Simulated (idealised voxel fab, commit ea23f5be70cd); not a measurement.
Presented below is a process module, voxel released beams.
The figure presents cross-section cut, which has a width of 245 nm and is divided into square cells with an edge length of 5 nm.
Cross-section, as written here: a square-cell grid given band by band from the top down, where a band holds one or more rows of cells. Look at the band entry: it leads with the top's height and the bottom's height in nm. Then it lists the materials left to right, with a width in nm for each. The word "throughout" on a single material says that material fills the band edge to edge. The word "blank" is empty space. Zero point of the height axis is 0; under it, received wafer = one material. Lowest band: continues down indefinitely, "from 0 down". A width such as "30->40" changes by the same amount from each row of cells to the next, from the band's top row to its bottom row. A step reported as "no modification" is a step in which no cell of the cross-section changed. In the "Closed void list" entry, you get each enclosed empty space of 8 cells or more, one with no open way to the top, written width x height at distance, distance from the left edge, in nm. What comes after the settings on a step's line is commentary from the simulator itself on that step. The setting "overlay nm" may be written on the line of a step. When the step uses a mask, the value reports how far to the right of the planned place the mask lay, and a negative value reports that it lay to the left.
STEPS PLANNED FOR THE PROCESS
1,RECEIVE: material Si
2,CONFORMAL_DEP: material Al2O3, thk nm 5
3,DIRECTIONAL_DEP: material SiO2, thk nm 15
4,DIRECTIONAL_DEP: material aC, thk nm 10
5,PATTERN: tone open, mask id ANCHOR, material resist, width nm 25, thk nm 30, overlay nm 0
6,DIRECTIONAL_ETCH: etch materials aC, depth nm 10
7,STRIP: etch materials resist
8,DIRECTIONAL_ETCH: etch materials SiO2, depth nm 15
9,STRIP: etch materials aC
10,CONFORMAL_DEP: material polySi, thk nm 10
11,DIRECTIONAL_DEP: material aC, thk nm 15
12,PATTERN: tone cover, mask id BEAM, material resist, width nm 80, thk nm 30, overlay nm 0
13,DIRECTIONAL_ETCH: etch materials aC, depth nm 15
14,STRIP: etch materials resist
15,DIRECTIONAL_ETCH: etch materials polySi, depth nm 10
16,STRIP: etch materials aC
17,STRIP: etch materials SiO2
SHOWN IN CROSS-SECTION IS THE WAFER AS RECEIVED, THAT IS, AS IT STANDS AFTER STEP 1
- from 0 down | Si throughout
- Closed void list: none
STARTING WAFER: ABOVE. PLAN: ABOVE. RUN: ONE MISTAKE. CROSS-SECTION AFTER THE MODULE: BELOW
- from 30 to 20 | blank=80, then polySi=80, then blank=85
- from 20 to 15 | Al2O3 throughout
- from 15 to 0 | SiO2 throughout
- from 0 down | Si throughout
- Closed void list: none
Error vs. plan: steps 2 and 3: order swapped relative to plan
